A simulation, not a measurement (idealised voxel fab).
Process module, titled voxel capacitor over wiring
Xsec cut, 165 nm wide, square cell size 5 nm.
We lay out every cross-section as a grid of square cells and spell it out in bands from the top down, where one band means one or more rows of cells.
The band entry comprises the height of the band's top followed by the height of its bottom, expressed in nm, and subsequently the band's materials from left to right, each stated together with its width in nm. Where a single material is marked with the word "full width", that material fills the band from edge to edge. The word "air" represents empty space.
Where do heights start? At 0: under that level the wafer as delivered is made of one material only. And the lowest band has no floor; it just carries on downward, as in "0..down".
Width spec "30..40" -> top row of cells at first value, bottom row at second value, equal per-row change in between.
You'll sometimes find "all unchanged" written for a step, and that's the way of saying that nowhere in the cross-section did a cell change during that step.
Entry "Closed-off voids". Content: empty spaces with no open connection to the top, size 8 cells or greater. Each: width x height at distance. Distance: from left edge. Unit: nm.
Anything after a step's settings on that line? It's the simulator's own note about the step.
"overlay nm" on a masked step: distance the mask lay right of its planned place, negative for left.

**List of planned process steps**
1,RECEIVE: material Si
2,CONFORMAL_DEP: material SiO2, thk nm 15
3,DIRECTIONAL_DEP: material TiN, thk nm 5
4,DIRECTIONAL_DEP: material W, thk nm 15
5,DIRECTIONAL_DEP: material aC, thk nm 10
6,PATTERN: tone cover, mask id METAL_1, material resist, width nm 30, pitch nm 80, thk nm 25, overlay nm 0
7,DIRECTIONAL_ETCH: etch materials aC, depth nm 10
8,STRIP: etch materials resist
9,DIRECTIONAL_ETCH: etch materials W, depth nm 15
10,DIRECTIONAL_ETCH: etch materials TiN, depth nm 5
11,STRIP: etch materials aC
12,CONFORMAL_DEP: material SiCN, thk nm 5
13,FILL_DEP: material lowk, thk nm 5
14,CMP: height nm 35
15,CONFORMAL_DEP: material SiCN, thk nm 5
16,DIRECTIONAL_DEP: material SiO2, thk nm 15
17,MASKED_ETCH: tone open, mask id PLUG_1, width nm 15, etch materials SiO2, depth nm 15, overlay nm 0
18,MASKED_ETCH: tone open, mask id PLUG_1, width nm 15, etch materials SiCN, depth nm 5, overlay nm 0
19,EPI: material Ru, thk nm 10
20,EPI: material Ru, thk nm 10
21,DIRECTIONAL_DEP: material TiN, thk nm 10
22,DIRECTIONAL_DEP: material SiN, thk nm 5
23,DIRECTIONAL_DEP: material TiN, thk nm 5
24,PATTERN: tone cover, mask id UPPER_PLATE, material resist, width nm 55, thk nm 15, overlay nm 0
25,DIRECTIONAL_ETCH: etch materials TiN, depth nm 5
26,DIRECTIONAL_ETCH: etch materials SiN, depth nm 5
27,STRIP: etch materials resist
28,MASKED_ETCH: tone cover, mask id LOWER_PLATE, width nm 65, etch materials TiN, depth nm 10, overlay nm 0
29,FILL_DEP: material SiO2, thk nm 15
30,CMP: height nm 85
31,MASKED_ETCH: tone open, mask id PLUG_2, width nm 15, etch materials SiO2, depth nm 10, overlay nm 0
32,CONFORMAL_DEP: material TiN, thk nm 5
33,FILL_DEP: material Cu, thk nm 5
34,CMP: height nm 85
35,CONFORMAL_DEP: material SiN, thk nm 5

**First of two wafers, with the run carried out as planned**

**Shown in cross-section is the wafer as received, that is, as it stands after step 1**
    0..down | Si full width
    Closed-off voids: none

**Cross-section through the wafer, step 2 finished**
    15..0 | SiO2 full width
    Below 0 it's all the same as before, nothing changed down there.

**Cross-section through the wafer, step 3 finished**
    20..15 | TiN full width
    Below 15 it's all the same as before, nothing changed down there.

**Cross-section through the wafer, step 4 finished**
    35..20 | W full width
    Below 20 it's all the same as before, nothing changed down there.

**Cross-section through the wafer, step 5 finished**
    45..35 | aC full width
    Below 35 it's all the same as before, nothing changed down there.

**Cross-section through the wafer, step 6 finished**
    70..45 | air (25) / resist (30) / air (50) / resist (30) / air (30)
    Below 45 it's all the same as before, nothing changed down there.

**Cross-section through the wafer, step 7 finished**
    60..45 | air (25) / resist (30) / air (50) / resist (30) / air (30)
    45..35 | air (25) / aC (30) / air (50) / aC (30) / air (30)
    Below 35 it's all the same as before, nothing changed down there.

**Cross-section through the wafer, step 8 finished**
    45..35 | air (25) / aC (30) / air (50) / aC (30) / air (30)
    Below 35 it's all the same as before, nothing changed down there.

**Cross-section through the wafer, step 9 finished**
    45..35 | air (25) / aC (30) / air (50) / aC (30) / air (30)
    35..20 | air (25) / W (30) / air (50) / W (30) / air (30)
    Below 20 it's all the same as before, nothing changed down there.

**Cross-section through the wafer, step 10 finished**
    45..35 | air (25) / aC (30) / air (50) / aC (30) / air (30)
    35..20 | air (25) / W (30) / air (50) / W (30) / air (30)
    20..15 | air (25) / TiN (30) / air (50) / TiN (30) / air (30)
    Below 15 it's all the same as before, nothing changed down there.

**Cross-section through the wafer, step 11 finished**
    35..20 | air (25) / W (30) / air (50) / W (30) / air (30)
    Below 20 it's all the same as before, nothing changed down there.

**Cross-section through the wafer, step 12 finished**
    40..35 | air (20) / SiCN (40) / air (40) / SiCN (40) / air (25)
    35..20 | air (20) / SiCN (5) / W (30) / SiCN (5) / air (40) / SiCN (5) / W (30) / SiCN (5) / air (25)
    20..15 | SiCN (25) / TiN (30) / SiCN (50) / TiN (30) / SiCN (30)
    Below 15 it's all the same as before, nothing changed down there.

**Cross-section through the wafer, step 13 finished**
    45..40 | lowk full width
    40..35 | lowk (20) / SiCN (40) / lowk (40) / SiCN (40) / lowk (25)
    35..20 | lowk (20) / SiCN (5) / W (30) / SiCN (5) / lowk (40) / SiCN (5) / W (30) / SiCN (5) / lowk (25)
    Below 20 it's all the same as before, nothing changed down there.

**Cross-section through the wafer, step 14 finished**
    35..20 | lowk (20) / SiCN (5) / W (30) / SiCN (5) / lowk (40) / SiCN (5) / W (30) / SiCN (5) / lowk (25)
    Below 20 it's all the same as before, nothing changed down there.

**Cross-section through the wafer, step 15 finished**
    40..35 | SiCN full width
    Below 35 it's all the same as before, nothing changed down there.

**Cross-section through the wafer, step 16 finished**
    55..40 | SiO2 full width
    Below 40 it's all the same as before, nothing changed down there.

**Cross-section through the wafer, step 17 finished**
    55..40 | SiO2 (40) / air (15) / SiO2 (110)
    Below 40 it's all the same as before, nothing changed down there.

**Cross-section through the wafer, step 18 finished**
    55..40 | SiO2 (40) / air (15) / SiO2 (110)
    40..35 | SiCN (40) / air (15) / SiCN (110)
    Below 35 it's all the same as before, nothing changed down there.

**Cross-section through the wafer, step 19 finished**
    55..45 | SiO2 (40) / air (15) / SiO2 (110)
    45..40 | SiO2 (40) / Ru (15) / SiO2 (110)
    40..35 | SiCN (40) / Ru (15) / SiCN (110)
    Below 35 it's all the same as before, nothing changed down there.

**Cross-section through the wafer, step 20 finished**
    55..40 | SiO2 (40) / Ru (15) / SiO2 (110)
    Below 40 it's all the same as before, nothing changed down there.

**Cross-section through the wafer, step 21 finished**
    65..55 | TiN full width
    Below 55 it's all the same as before, nothing changed down there.

**Cross-section through the wafer, step 22 finished**
    70..65 | SiN full width
    Below 65 it's all the same as before, nothing changed down there.

**Cross-section through the wafer, step 23 finished**
    75..70 | TiN full width
    Below 70 it's all the same as before, nothing changed down there.

**Cross-section through the wafer, step 24 finished**
    90..75 | air (40) / resist (55) / air (70)
    Below 75 it's all the same as before, nothing changed down there.

**Cross-section through the wafer, step 25 finished**
    90..75 | air (40) / resist (55) / air (70)
    75..70 | air (40) / TiN (55) / air (70)
    Below 70 it's all the same as before, nothing changed down there.

**Cross-section through the wafer, step 26 finished**
    90..75 | air (40) / resist (55) / air (70)
    75..70 | air (40) / TiN (55) / air (70)
    70..65 | air (40) / SiN (55) / air (70)
    Below 65 it's all the same as before, nothing changed down there.

**Cross-section through the wafer, step 27 finished**
    75..70 | air (40) / TiN (55) / air (70)
    Below 70 it's all the same as before, nothing changed down there.

**Cross-section through the wafer, step 28 finished**
    75..70 | air (40) / TiN (55) / air (70)
    70..65 | air (40) / SiN (55) / air (70)
    65..55 | air (35) / TiN (65) / air (65)
    Below 55 it's all the same as before, nothing changed down there.

**Cross-section through the wafer, step 29 finished**
    90..75 | SiO2 full width
    75..70 | SiO2 (40) / TiN (55) / SiO2 (70)
    70..65 | SiO2 (40) / SiN (55) / SiO2 (70)
    65..55 | SiO2 (35) / TiN (65) / SiO2 (65)
    Below 55 it's all the same as before, nothing changed down there.

**Cross-section through the wafer, step 30 finished**
    85..75 | SiO2 full width
    Below 75 it's all the same as before, nothing changed down there.

**Cross-section through the wafer, step 31 finished**
    85..75 | SiO2 (50) / air (15) / SiO2 (100)
    Below 75 it's all the same as before, nothing changed down there.

**Cross-section through the wafer, step 32 finished**
    90..85 | TiN (55) / air (5) / TiN (105)
    85..80 | SiO2 (50) / TiN (5) / air (5) / TiN (5) / SiO2 (100)
    80..70 | SiO2 (50..40) / TiN (15..55) / SiO2 (100..70)
    Below 70 it's all the same as before, nothing changed down there.

**Cross-section through the wafer, step 33 finished**
    95..90 | Cu full width
    90..85 | TiN (55) / Cu (5) / TiN (105)
    85..80 | SiO2 (50) / TiN (5) / Cu (5) / TiN (5) / SiO2 (100)
    Below 80 it's all the same as before, nothing changed down there.

**Cross-section through the wafer, step 34 finished**
    85..80 | SiO2 (50) / TiN (5) / Cu (5) / TiN (5) / SiO2 (100)
    Below 80 it's all the same as before, nothing changed down there.

**Cross-section through the wafer, step 35 finished**
    90..85 | SiN full width
    Below 85 it's all the same as before, nothing changed down there.

**The second wafer began exactly as the first did and followed the same plan, but one mistake was made while running it; through step 20 inclusive, the two wafers are identical**

**Second wafer cross-section, taken as of the time the plan sets for step 21 to be done**
    60..55 | TiN full width
    Below 55 it's all the same as before, nothing changed down there.

**Second wafer cross-section, taken as of the time the plan sets for step 22 to be done**
    65..60 | SiN full width
    Below 60 it's all the same as before, nothing changed down there.

**Second wafer cross-section, taken as of the time the plan sets for step 23 to be done**
    70..65 | TiN full width
    Below 65 it's all the same as before, nothing changed down there.

**Second wafer cross-section, taken as of the time the plan sets for step 24 to be done**
    85..70 | air (40) / resist (55) / air (70)
    Below 70 it's all the same as before, nothing changed down there.

**Second wafer cross-section, taken as of the time the plan sets for step 25 to be done**
    85..70 | air (40) / resist (55) / air (70)
    70..65 | air (40) / TiN (55) / air (70)
    Below 65 it's all the same as before, nothing changed down there.

**Second wafer cross-section, taken as of the time the plan sets for step 26 to be done**
    85..70 | air (40) / resist (55) / air (70)
    70..65 | air (40) / TiN (55) / air (70)
    65..60 | air (40) / SiN (55) / air (70)
    Below 60 it's all the same as before, nothing changed down there.

**Second wafer cross-section, taken as of the time the plan sets for step 27 to be done**
    70..65 | air (40) / TiN (55) / air (70)
    Below 65 it's all the same as before, nothing changed down there.

**Second wafer cross-section, taken as of the time the plan sets for step 28 to be done**
    70..65 | air (40) / TiN (55) / air (70)
    65..60 | air (40) / SiN (55) / air (70)
    60..55 | air (35) / TiN (65) / air (65)
    Below 55 it's all the same as before, nothing changed down there.

**Second wafer cross-section, taken as of the time the plan sets for step 29 to be done**
    85..70 | SiO2 full width
    70..65 | SiO2 (40) / TiN (55) / SiO2 (70)
    65..60 | SiO2 (40) / SiN (55) / SiO2 (70)
    60..55 | SiO2 (35) / TiN (65) / SiO2 (65)
    Below 55 it's all the same as before, nothing changed down there.

Second wafer cross-section, taken as of the time the plan sets for step 30 to be done: all unchanged

**Second wafer cross-section, taken as of the time the plan sets for step 31 to be done**
    85..75 | SiO2 (50) / air (15) / SiO2 (100)
    Below 75 it's all the same as before, nothing changed down there.

**Second wafer cross-section, taken as of the time the plan sets for step 32 to be done**
    90..85 | TiN (55) / air (5) / TiN (105)
    85..80 | SiO2 (50) / TiN (5) / air (5) / TiN (5) / SiO2 (100)
    80..75 | SiO2 (50) / TiN (15) / SiO2 (100)
    Below 75 it's all the same as before, nothing changed down there.

**Second wafer cross-section, taken as of the time the plan sets for step 33 to be done**
    95..90 | Cu full width
    90..85 | TiN (55) / Cu (5) / TiN (105)
    85..80 | SiO2 (50) / TiN (5) / Cu (5) / TiN (5) / SiO2 (100)
    Below 80 it's all the same as before, nothing changed down there.

**Second wafer cross-section, taken as of the time the plan sets for step 34 to be done**
    85..80 | SiO2 (50) / TiN (5) / Cu (5) / TiN (5) / SiO2 (100)
    Below 80 it's all the same as before, nothing changed down there.

**Second wafer cross-section, taken as of the time the plan sets for step 35 to be done**
    90..85 | SiN full width
    Below 85 it's all the same as before, nothing changed down there.
Diagnosis: step 21 ran as: DIRECTIONAL_DEP: material TiN, thk nm 5
Looking at both finished wafers in cells, the second ends up ahead of or behind the first on some materials: SiO2 +13, TiN -13
